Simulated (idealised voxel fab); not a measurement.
Proc. module: voxel self aligned vias
260 nm wide, 5 nm square cells: that's cross-section cut.
Cross-section layout: square cells on a grid; listed as bands, top to bottom; a band spans one or more cell rows. Band entry format. Leading values: height of top, height of bottom, nm. Remainder: materials in left-to-right order, each with its width in nm. Special words: "full width" on a single material, which then fills the band edge to edge; "blank", empty space. The reference from which all heights are counted is 0, the level beneath which the as-received wafer is entirely one material; the lowest band, having no lower bound, proceeds downward and is written after the example "0..down". The notation "30..40" denotes a width that varies across the rows of cells in the band, beginning at the first number in the top row, finishing at the second number in the bottom row, and changing by an identical amount from each row to the next. The cross-section has no changed cell in any step marked "nothing got changed". The entry "Closed internal cavities" lists the empty spaces that cover at least 8 cells and have no open path to the top. Each is written as width x height at distance, where the distance is measured from the left edge and all three values are in nm. Formally, on a step line, whatever follows the settings is a remark that the simulator itself makes on the step. When a step includes a mask, the "overlay nm" setting on its line states how far to the right of its planned place that mask lay, and negative values state how far to the left.

This section lists the process steps that were planned:
step 1: RECEIVE,material Si
step 2: CONFORMAL_DEP,material SiO2,thk nm 15
step 3: CONFORMAL_DEP,material SiCN,thk nm 5
step 4: DIRECTIONAL_DEP,material SiO2,thk nm 20
step 5: DIRECTIONAL_DEP,material aC,thk nm 10
step 6: PATTERN,tone open,mask id LINES,material resist,width nm 30,pitch nm 60,thk nm 25,overlay nm 0
step 7: DIRECTIONAL_ETCH,etch materials aC,depth nm 10
step 8: STRIP,etch materials resist
step 9: DIRECTIONAL_ETCH,etch materials SiO2,depth nm 20
step 10: STRIP,etch materials aC
step 11: CONFORMAL_DEP,material TiN,thk nm 5
step 12: FILL_DEP,material Ru,thk nm 5
step 13: CMP,height nm 40
step 14: SELECTIVE_ETCH,etch materials W Ru TiN,depth nm 5
step 15: FILL_DEP,material SiN,thk nm 10
step 16: CMP,height nm 40
step 17: DIRECTIONAL_DEP,material SiO2,thk nm 15
step 18: MASKED_ETCH,tone open,mask id VIAS,width nm 40,pitch nm 120,etch materials SiO2,depth nm 15,overlay nm 0
step 19: MASKED_ETCH,tone open,mask id VIAS,width nm 40,pitch nm 120,etch materials SiN,depth nm 5,overlay nm 0
step 20: CONFORMAL_DEP,material TiN,thk nm 5
step 21: FILL_DEP,material Ru,thk nm 10
step 22: CMP,height nm 55
step 23: CONFORMAL_DEP,material SiN,thk nm 5

The cross-section here shows the wafer as received, i.e. in its state after step 1:
* 0..down = Si full width
* Closed internal cavities: none

Cross-sectional result after module completion. Note: starting condition and plan are unchanged from above; one processing mistake was made:
* 60..55 = SiN full width
* 55..45 = Ru=45; TiN=5; SiO2=40; TiN=5; Ru=70; TiN=5; SiO2=40; TiN=5; Ru=45
* 45..40 = TiN=50; SiO2=40; TiN=80; SiO2=40; TiN=50
* 40..35 = SiO2=55; SiN=30; SiO2=30; SiN=30; SiO2=30; SiN=30; SiO2=55
* 35..25 = SiO2=55; TiN=5; Ru=20; TiN=5; SiO2=30; TiN=5; Ru=20; TiN=5; SiO2=30; TiN=5; Ru=20; TiN=5; SiO2=55
* 25..20 = SiO2=55; TiN=30; SiO2=30; TiN=30; SiO2=30; TiN=30; SiO2=55
* 20..15 = SiCN full width
* 15..0 = SiO2 full width
* 0..down = Si full width
* Closed internal cavities: none
In executing the process, a mistake was made relative to the plan: heads up, step 18 didn't go per plan, it actually ran as MASKED_ETCH,tone cover,mask id VIAS,width nm 40,pitch nm 120,etch materials SiO2,depth nm 15,overlay nm 0
